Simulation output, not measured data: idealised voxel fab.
Module name: voxel self aligned vias (process module)
The cross-section on display is named cut; it measures 230 nm wide, and its cells are 5 nm squares.
Format of a cross-section: grid, square cells. Given as bands. Order: top down. Band: one or more rows of cells.
Per band: top height and bottom height in nm, followed by the left-to-right materials and their widths in nm; "full width" marks a single material spanning edge to edge, "empty" marks empty space.
Heights are reckoned from 0. Under this level, the received wafer is all of one material. The bottommost band is open-ended downward, for example "0..down".
Width "30..40": first value at the band's top row of cells, second value at its bottom row, equal change from row to row.
When a step is marked "no alterations made", none of the cells in the cross-section changed during that step.
Voids not open to the top, 8 cells minimum: see "Enclosed cavity list". Written width x height at distance; distance is from the left edge; nm.
It should be noted that, on the line of a given step, the content following the step's settings is a remark produced by the simulator itself with respect to that step.
The "overlay nm" setting may appear on a step's line; for a step that uses a mask, it gives how far to the right of its planned position the mask lay, and a negative value indicates the left.
# List of planned process steps
1: RECEIVE, material Si
2: CONFORMAL_DEP, material SiO2, thk nm 15
3: CONFORMAL_DEP, material SiCN, thk nm 5
4: DIRECTIONAL_DEP, material SiO2, thk nm 30
5: MASKED_ETCH, tone open, mask id LINES, width nm 30, pitch nm 65, etch materials SiO2, depth nm 30, overlay nm 0
6: CONFORMAL_DEP, material TiN, thk nm 5
7: FILL_DEP, material Ru, thk nm 5
8: CMP, height nm 50
9: SELECTIVE_ETCH, etch materials W Ru TiN, depth nm 10
10: FILL_DEP, material SiN, thk nm 5
11: CMP, height nm 50
12: DIRECTIONAL_DEP, material SiO2, thk nm 20
13: MASKED_ETCH, tone open, mask id VIAS, width nm 40, pitch nm 130, etch materials SiO2, depth nm 20, overlay nm 0
14: MASKED_ETCH, tone open, mask id VIAS, width nm 40, pitch nm 130, etch materials SiN, depth nm 10, overlay nm 0
15: CONFORMAL_DEP, material TiN, thk nm 5
16: FILL_DEP, material Ru, thk nm 5
17: CMP, height nm 70
18: CONFORMAL_DEP, material SiN, thk nm 5
# Cross-section of the wafer at receipt, which is the condition after step 1
	0..down  Si full width
	Enclosed cavity list: none
# Same starting wafer, same plan as above, one mistake in the execution; this is the cross-section at the end of the module
	75..70  SiN full width
	70..55  25 Ru; 5 TiN; 40 SiO2; 5 TiN; 80 Ru; 5 TiN; 40 SiO2; 5 TiN; 25 Ru
	55..50  30 TiN; 40 SiO2; 90 TiN; 40 SiO2; 30 TiN
	50..40  35 SiO2; 30 SiN; 35 SiO2; 30 SiN; 35 SiO2; 30 SiN; 35 SiO2
	40..25  35 SiO2; 5 TiN; 20 Ru; 5 TiN; 35 SiO2; 5 TiN; 20 Ru; 5 TiN; 35 SiO2; 5 TiN; 20 Ru; 5 TiN; 35 SiO2
	25..20  35 SiO2; 30 TiN; 35 SiO2; 30 TiN; 35 SiO2; 30 TiN; 35 SiO2
	20..15  SiCN full width
	15..0  SiO2 full width
	0..down  Si full width
	Enclosed cavity list: none
Processing error: step 13 was not run as planned; what actually ran was MASKED_ETCH, tone cover, mask id VIAS, width nm 40, pitch nm 130, etch materials SiO2, depth nm 20, overlay nm 0
